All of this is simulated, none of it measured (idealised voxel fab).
Process module heading - voxel quadruple lines
In the cross-section labelled cut, the width is 265 nm and each square cell is 5 nm.
We lay out every cross-section as a grid of square cells and spell it out in bands from the top down, where one band means one or more rows of cells. A band entry consists of two parts. The first gives the height of the band's top and the height of its bottom, in nm. The rest lists the band's materials from left to right, each with its width in nm. A single material labelled with the word "throughout" fills the band from edge to edge, and the word "blank" marks empty space. We count height from 0. Below that, the starting wafer is all one material. The lowest band never ends at the bottom but goes on down; see "0 -> down" for how that is written. You'd read "30->40" like this: the band's top row of cells is as wide as the first number, its bottom row is as wide as the second, and going down, every row changes width by the same amount as the row before did. Any step labelled "left unchanged" changed none of the cells in the cross-section. "Closed cavities" enumerates empty spaces isolated from the top, with no open way to it, that contain at least 8 cells, giving each as width x height at distance from the left edge, all three in nm. Past the settings on a step's line: simulator remark, on that step. overlay nm, on a step with a mask: how far to the right of its planned place the mask lay; to the left if negative.
Intended process steps:
1: RECEIVE with material Si
2: CONFORMAL_DEP with material SiO2, thk nm 10
3: DIRECTIONAL_DEP with material Ru, thk nm 15
4: DIRECTIONAL_DEP with material polySi, thk nm 20
5: DIRECTIONAL_DEP with material aC, thk nm 25
6: PATTERN with tone cover, mask id MANDREL, material resist, width nm 25, thk nm 35, overlay nm 0
7: DIRECTIONAL_ETCH with etch materials aC, depth nm 25
8: STRIP with etch materials resist
9: CONFORMAL_DEP with material SiO2, thk nm 15
10: DIRECTIONAL_ETCH with etch materials SiO2, depth nm 15
11: STRIP with etch materials aC
12: DIRECTIONAL_ETCH with etch materials polySi, depth nm 20
13: STRIP with etch materials SiO2
14: CONFORMAL_DEP with material SiN, thk nm 5
15: DIRECTIONAL_ETCH with etch materials SiN, depth nm 5
16: STRIP with etch materials polySi
17: DIRECTIONAL_ETCH with etch materials Ru, depth nm 15
18: STRIP with etch materials SiN
First of two wafers, with the run carried out as planned:
Wafer at receipt (post step 1), cross-section:
- 0 -> down | Si throughout
- Closed cavities: none
After step 2, in cross-section:
- 10 -> 0 | SiO2 throughout
- Beneath the level 0, the cross-section is identical to its previous state.
After step 3, in cross-section:
- 25 -> 10 | Ru throughout
- Beneath the level 10, the cross-section is identical to its previous state.
After step 4, in cross-section:
- 45 -> 25 | polySi throughout
- Beneath the level 25, the cross-section is identical to its previous state.
After step 5, in cross-section:
- 70 -> 45 | aC throughout
- Beneath the level 45, the cross-section is identical to its previous state.
After step 6, in cross-section:
- 105 -> 70 | blank: 120, then resist: 25, then blank: 120
- Beneath the level 70, the cross-section is identical to its previous state.
After step 7, in cross-section:
- 80 -> 70 | blank: 120, then resist: 25, then blank: 120
- 70 -> 45 | blank: 120, then aC: 25, then blank: 120
- Beneath the level 45, the cross-section is identical to its previous state.
After step 8, in cross-section:
- 70 -> 45 | blank: 120, then aC: 25, then blank: 120
- Beneath the level 45, the cross-section is identical to its previous state.
After step 9, in cross-section:
- 85 -> 70 | blank: 105, then SiO2: 55, then blank: 105
- 70 -> 60 | blank: 105, then SiO2: 15, then aC: 25, then SiO2: 15, then blank: 105
- 60 -> 45 | SiO2: 120, then aC: 25, then SiO2: 120
- Beneath the level 45, the cross-section is identical to its previous state.
After step 10, in cross-section:
- 70 -> 45 | blank: 105, then SiO2: 15, then aC: 25, then SiO2: 15, then blank: 105
- Beneath the level 45, the cross-section is identical to its previous state.
After step 11, in cross-section:
- 70 -> 45 | blank: 105, then SiO2: 15, then blank: 25, then SiO2: 15, then blank: 105
- Beneath the level 45, the cross-section is identical to its previous state.
After step 12, in cross-section:
- 70 -> 45 | blank: 105, then SiO2: 15, then blank: 25, then SiO2: 15, then blank: 105
- 45 -> 25 | blank: 105, then polySi: 15, then blank: 25, then polySi: 15, then blank: 105
- Beneath the level 25, the cross-section is identical to its previous state.
After step 13, in cross-section:
- 45 -> 25 | blank: 105, then polySi: 15, then blank: 25, then polySi: 15, then blank: 105
- Beneath the level 25, the cross-section is identical to its previous state.
After step 14, in cross-section:
- 50 -> 45 | blank: 100, then SiN: 25, then blank: 15, then SiN: 25, then blank: 100
- 45 -> 30 | blank: 100, then SiN: 5, then polySi: 15, then SiN: 5, then blank: 15, then SiN: 5, then polySi: 15, then SiN: 5, then blank: 100
- 30 -> 25 | SiN: 105, then polySi: 15, then SiN: 25, then polySi: 15, then SiN: 105
- Beneath the level 25, the cross-section is identical to its previous state.
After step 15, in cross-section:
- 45 -> 25 | blank: 100, then SiN: 5, then polySi: 15, then SiN: 5, then blank: 15, then SiN: 5, then polySi: 15, then SiN: 5, then blank: 100
- Beneath the level 25, the cross-section is identical to its previous state.
After step 16, in cross-section:
- 45 -> 25 | blank: 100, then SiN: 5, then blank: 15, then SiN: 5, then blank: 15, then SiN: 5, then blank: 15, then SiN: 5, then blank: 100
- Beneath the level 25, the cross-section is identical to its previous state.
After step 17, in cross-section:
- 45 -> 25 | blank: 100, then SiN: 5, then blank: 15, then SiN: 5, then blank: 15, then SiN: 5, then blank: 15, then SiN: 5, then blank: 100
- 25 -> 10 | blank: 100, then Ru: 5, then blank: 15, then Ru: 5, then blank: 15, then Ru: 5, then blank: 15, then Ru: 5, then blank: 100
- Beneath the level 10, the cross-section is identical to its previous state.
After step 18, in cross-section:
- 25 -> 10 | blank: 100, then Ru: 5, then blank: 15, then Ru: 5, then blank: 15, then Ru: 5, then blank: 15, then Ru: 5, then blank: 100
- Beneath the level 10, the cross-section is identical to its previous state.
Wafer two. Identical start, identical plan. One mistake in execution. Identical history through step 2:
What the second wafer looks like in cross-section when step 3 should have wrapped up:
- 40 -> 10 | Ru throughout
- Beneath the level 10, the cross-section is identical to its previous state.
What the second wafer looks like in cross-section when step 4 should have wrapped up:
- 60 -> 40 | polySi throughout
- Beneath the level 40, the cross-section is identical to its previous state.
What the second wafer looks like in cross-section when step 5 should have wrapped up:
- 85 -> 60 | aC throughout
- Beneath the level 60, the cross-section is identical to its previous state.
What the second wafer looks like in cross-section when step 6 should have wrapped up:
- 120 -> 85 | blank: 120, then resist: 25, then blank: 120
- Beneath the level 85, the cross-section is identical to its previous state.
What the second wafer looks like in cross-section when step 7 should have wrapped up:
- 95 -> 85 | blank: 120, then resist: 25, then blank: 120
- 85 -> 60 | blank: 120, then aC: 25, then blank: 120
- Beneath the level 60, the cross-section is identical to its previous state.
What the second wafer looks like in cross-section when step 8 should have wrapped up:
- 85 -> 60 | blank: 120, then aC: 25, then blank: 120
- Beneath the level 60, the cross-section is identical to its previous state.
What the second wafer looks like in cross-section when step 9 should have wrapped up:
- 100 -> 85 | blank: 105, then SiO2: 55, then blank: 105
- 85 -> 75 | blank: 105, then SiO2: 15, then aC: 25, then SiO2: 15, then blank: 105
- 75 -> 60 | SiO2: 120, then aC: 25, then SiO2: 120
- Beneath the level 60, the cross-section is identical to its previous state.
What the second wafer looks like in cross-section when step 10 should have wrapped up:
- 85 -> 60 | blank: 105, then SiO2: 15, then aC: 25, then SiO2: 15, then blank: 105
- Beneath the level 60, the cross-section is identical to its previous state.
What the second wafer looks like in cross-section when step 11 should have wrapped up:
- 85 -> 60 | blank: 105, then SiO2: 15, then blank: 25, then SiO2: 15, then blank: 105
- Beneath the level 60, the cross-section is identical to its previous state.
What the second wafer looks like in cross-section when step 12 should have wrapped up:
- 85 -> 60 | blank: 105, then SiO2: 15, then blank: 25, then SiO2: 15, then blank: 105
- 60 -> 40 | blank: 105, then polySi: 15, then blank: 25, then polySi: 15, then blank: 105
- Beneath the level 40, the cross-section is identical to its previous state.
What the second wafer looks like in cross-section when step 13 should have wrapped up:
- 60 -> 40 | blank: 105, then polySi: 15, then blank: 25, then polySi: 15, then blank: 105
- Beneath the level 40, the cross-section is identical to its previous state.
What the second wafer looks like in cross-section when step 14 should have wrapped up:
- 65 -> 60 | blank: 100, then SiN: 25, then blank: 15, then SiN: 25, then blank: 100
- 60 -> 45 | blank: 100, then SiN: 5, then polySi: 15, then SiN: 5, then blank: 15, then SiN: 5, then polySi: 15, then SiN: 5, then blank: 100
- 45 -> 40 | SiN: 105, then polySi: 15, then SiN: 25, then polySi: 15, then SiN: 105
- Beneath the level 40, the cross-section is identical to its previous state.
What the second wafer looks like in cross-section when step 15 should have wrapped up:
- 60 -> 40 | blank: 100, then SiN: 5, then polySi: 15, then SiN: 5, then blank: 15, then SiN: 5, then polySi: 15, then SiN: 5, then blank: 100
- Beneath the level 40, the cross-section is identical to its previous state.
What the second wafer looks like in cross-section when step 16 should have wrapped up:
- 60 -> 40 | blank: 100, then SiN: 5, then blank: 15, then SiN: 5, then blank: 15, then SiN: 5, then blank: 15, then SiN: 5, then blank: 100
- Beneath the level 40, the cross-section is identical to its previous state.
What the second wafer looks like in cross-section when step 17 should have wrapped up:
- 60 -> 40 | blank: 100, then SiN: 5, then blank: 15, then SiN: 5, then blank: 15, then SiN: 5, then blank: 15, then SiN: 5, then blank: 100
- 40 -> 25 | blank: 100, then Ru: 5, then blank: 15, then Ru: 5, then blank: 15, then Ru: 5, then blank: 15, then Ru: 5, then blank: 100
- Beneath the level 25, the cross-section is identical to its previous state.
What the second wafer looks like in cross-section when step 18 should have wrapped up:
- 40 -> 25 | blank: 100, then Ru: 5, then blank: 15, then Ru: 5, then blank: 15, then Ru: 5, then blank: 15, then Ru: 5, then blank: 100
- Beneath the level 25, the cross-section is identical to its previous state.
Processing error: step 3 of the plan was carried out twice
Final difference in cells, second wafer against first, listed per material as more or fewer: 159 more of Ru
